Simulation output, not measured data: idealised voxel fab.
Process module name: voxel ribs on slabs
It is cross-section cut that appears here, measuring 165 nm in width, its square cells being 5 nm in size.
This document writes a cross-section as a grid whose cells are square, and gives it as bands, listed from the top down; one or more rows of cells form a band.
For a band, the entry starts with two heights in nm, that of the top and then that of the bottom, and carries on with the band's materials in order from left to right, each alongside its width in nm; the word "everywhere" beside a single material means it fills the band edge to edge, and "blank" means empty space.
Heights from 0 (as-received wafer is one material below). Bottom band endless downward, as "0 nm and below".
It should be noted that a width expressed as "30->40" varies in equal increments from row to row of cells within the band, taking the value of the first number at the top row and that of the second number at the bottom row.
Take "stayed the same" at face value: in the step it is given for, the cross-section changed in none of its cells.
The entry titled "Closed void table" provides the empty spaces that have no open way to the top, restricted to those of 8 cells or more. Each is presented as width x height at distance, the distance being measured from the left edge, with all three in nm.
after a step's settings: what the simulator itself notes on the step
Among the settings permitted on a step's line is "overlay nm"; applied to a step with a mask, it specifies the extent to which the mask lay to the right of its planned position, whereas a negative figure signifies a position to the left.

Process steps (planned):
1 RECEIVE | material Si
2 DIRECTIONAL_DEP | material SiO2 | thk nm 20
3 DIRECTIONAL_DEP | material polySi | thk nm 20
4 PATTERN | tone cover | mask id RIB | material resist | width nm 15 | thk nm 15 | overlay nm 0
5 DIRECTIONAL_ETCH | etch materials polySi | depth nm 15
6 STRIP | etch materials resist
7 DIRECTIONAL_DEP | material aC | thk nm 15
8 PATTERN | tone cover | mask id SLAB | material resist | width nm 55 | thk nm 30 | overlay nm 0
9 DIRECTIONAL_ETCH | etch materials aC | depth nm 15
10 STRIP | etch materials resist
11 DIRECTIONAL_ETCH | etch materials polySi | depth nm 5
12 STRIP | etch materials aC
13 FILL_DEP | material SiO2 | thk nm 30
14 CMP | height nm 60
15 DIRECTIONAL_DEP | material W | thk nm 5
16 DIRECTIONAL_DEP | material aC | thk nm 15
17 PATTERN | tone cover | mask id HEATER | material resist | width nm 25 | thk nm 35 | overlay nm 0
18 DIRECTIONAL_ETCH | etch materials aC | depth nm 15
19 STRIP | etch materials resist
20 DIRECTIONAL_ETCH | etch materials W | depth nm 5
21 STRIP | etch materials aC
22 CONFORMAL_DEP | material SiO2 | thk nm 5

Incoming wafer in cross-section (state: after step 1):
* 0 nm and below: Si everywhere
* Closed void table: none

End-of-module cross-section of the first of two wafers, processed as planned:
* 70 nm to 65 nm: blank=65 | SiO2=35 | blank=65
* 65 nm to 60 nm: SiO2=70 | W=25 | SiO2=70
* 60 nm to 40 nm: SiO2 everywhere
* 40 nm to 25 nm: SiO2=75 | polySi=15 | SiO2=75
* 25 nm to 20 nm: SiO2=55 | polySi=55 | SiO2=55
* 20 nm to 0 nm: SiO2 everywhere
* 0 nm and below: Si everywhere
* Closed void table: none

Cross-sectional view of the second of two wafers upon completion of the module. This wafer shared its starting condition and process plan with the first; one error was made during its execution:
* 70 nm to 65 nm: blank=65 | SiO2=35 | blank=65
* 65 nm to 60 nm: SiO2=70 | W=25 | SiO2=70
* 60 nm to 40 nm: SiO2 everywhere
* 40 nm to 25 nm: SiO2=75 | polySi=15 | SiO2=75
* 25 nm to 20 nm: SiO2=55 | polySi=60 | SiO2=50
* 20 nm to 0 nm: SiO2 everywhere
* 0 nm and below: Si everywhere
* Closed void table: none
What went wrong in running the wafer? step 8 changed vs plan, executed as PATTERN | tone cover | mask id SLAB | material resist | width nm 60 | thk nm 30 | overlay nm 0
Bottom line after processing is that, in cells, the second wafer is up or down on some materials versus the first: SiO2 -1 | polySi +1
